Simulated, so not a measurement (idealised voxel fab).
You're looking at the process module voxel ribs on slabs.
Square cells of 5 nm make up the cross-section cut, whose width is 190 nm.
In what follows, cross-sections appear as grids of square cells, described through bands that run from the top down, where every band is one or more rows of cells.
First you get the band's top height and its bottom height, in nm, and then the materials it's made of, left to right, with each width in nm. If you see a single material with "edge to edge", that one covers the band edge to edge. "empty" is empty space.
Heights from 0 (as-received wafer is one material below). Bottom band endless downward, as "0..down".
You'd read "30..40" like this: the band's top row of cells is as wide as the first number, its bottom row is as wide as the second, and going down, every row changes width by the same amount as the row before did.
What does "nothing was modified" mean for a step? It means no cell of the cross-section changed in that step.
The entry titled "Closed void roster" provides the empty spaces that have no open way to the top, restricted to those of 8 cells or more. Each is presented as width x height at distance, the distance being measured from the left edge, with all three in nm.
Whatever follows a step's settings on its line is a remark the simulator itself makes about that step.
For masked steps, "overlay nm" on the step line gives how far right of plan the mask actually lay; a minus sign means it lay to the left.
**Planned step list for the process**
1. RECEIVE (material Si)
2. DIRECTIONAL_DEP (material SiO2; thk nm 20)
3. DIRECTIONAL_DEP (material SiN; thk nm 15)
4. DIRECTIONAL_DEP (material aC; thk nm 10)
5. PATTERN (tone cover; mask id RIB; material resist; width nm 20; thk nm 25; overlay nm 0)
6. DIRECTIONAL_ETCH (etch materials aC; depth nm 10)
7. STRIP (etch materials resist)
8. DIRECTIONAL_ETCH (etch materials SiN; depth nm 10)
9. STRIP (etch materials aC)
10. MASKED_ETCH (tone cover; mask id SLAB; width nm 50; etch materials SiN; depth nm 5; overlay nm 0)
11. FILL_DEP (material SiO2; thk nm 20)
12. CMP (height nm 45)
13. DIRECTIONAL_DEP (material TiN; thk nm 5)
14. MASKED_ETCH (tone cover; mask id HEATER; width nm 30; etch materials TiN; depth nm 5; overlay nm 0)
15. CONFORMAL_DEP (material SiO2; thk nm 5)
**As received (post step 1): cross-section**
  0..down: Si edge to edge
  Closed void roster: none
**The first of the two wafers as seen in cross-section once the module was finished; processing followed the plan**
  55..50: empty=75  SiO2=40  empty=75
  50..45: SiO2=80  TiN=30  SiO2=80
  45..35: SiO2 edge to edge
  35..25: SiO2=85  SiN=20  SiO2=85
  25..20: SiO2=70  SiN=50  SiO2=70
  20..0: SiO2 edge to edge
  0..down: Si edge to edge
  Closed void roster: none
**Now the second wafer, cross-sectioned at the end of the module. Nothing different at the start, nothing different in the plan compared with the first, just one mistake when it was actually run**
  55..50: empty=75  SiO2=40  empty=75
  50..45: SiO2=80  TiN=30  SiO2=80
  45..35: SiO2=85..70  SiN=20..50  SiO2=85..70
  35..20: SiN edge to edge
  20..0: SiO2 edge to edge
  0..down: Si edge to edge
  Closed void roster: none
Finding, execution versus plan: step 3 of the plan was carried out twice
Once processing is complete, comparing cell counts shows that the second wafer has more or fewer of certain materials than the first: SiN: 110 more | SiO2: 110 fewer
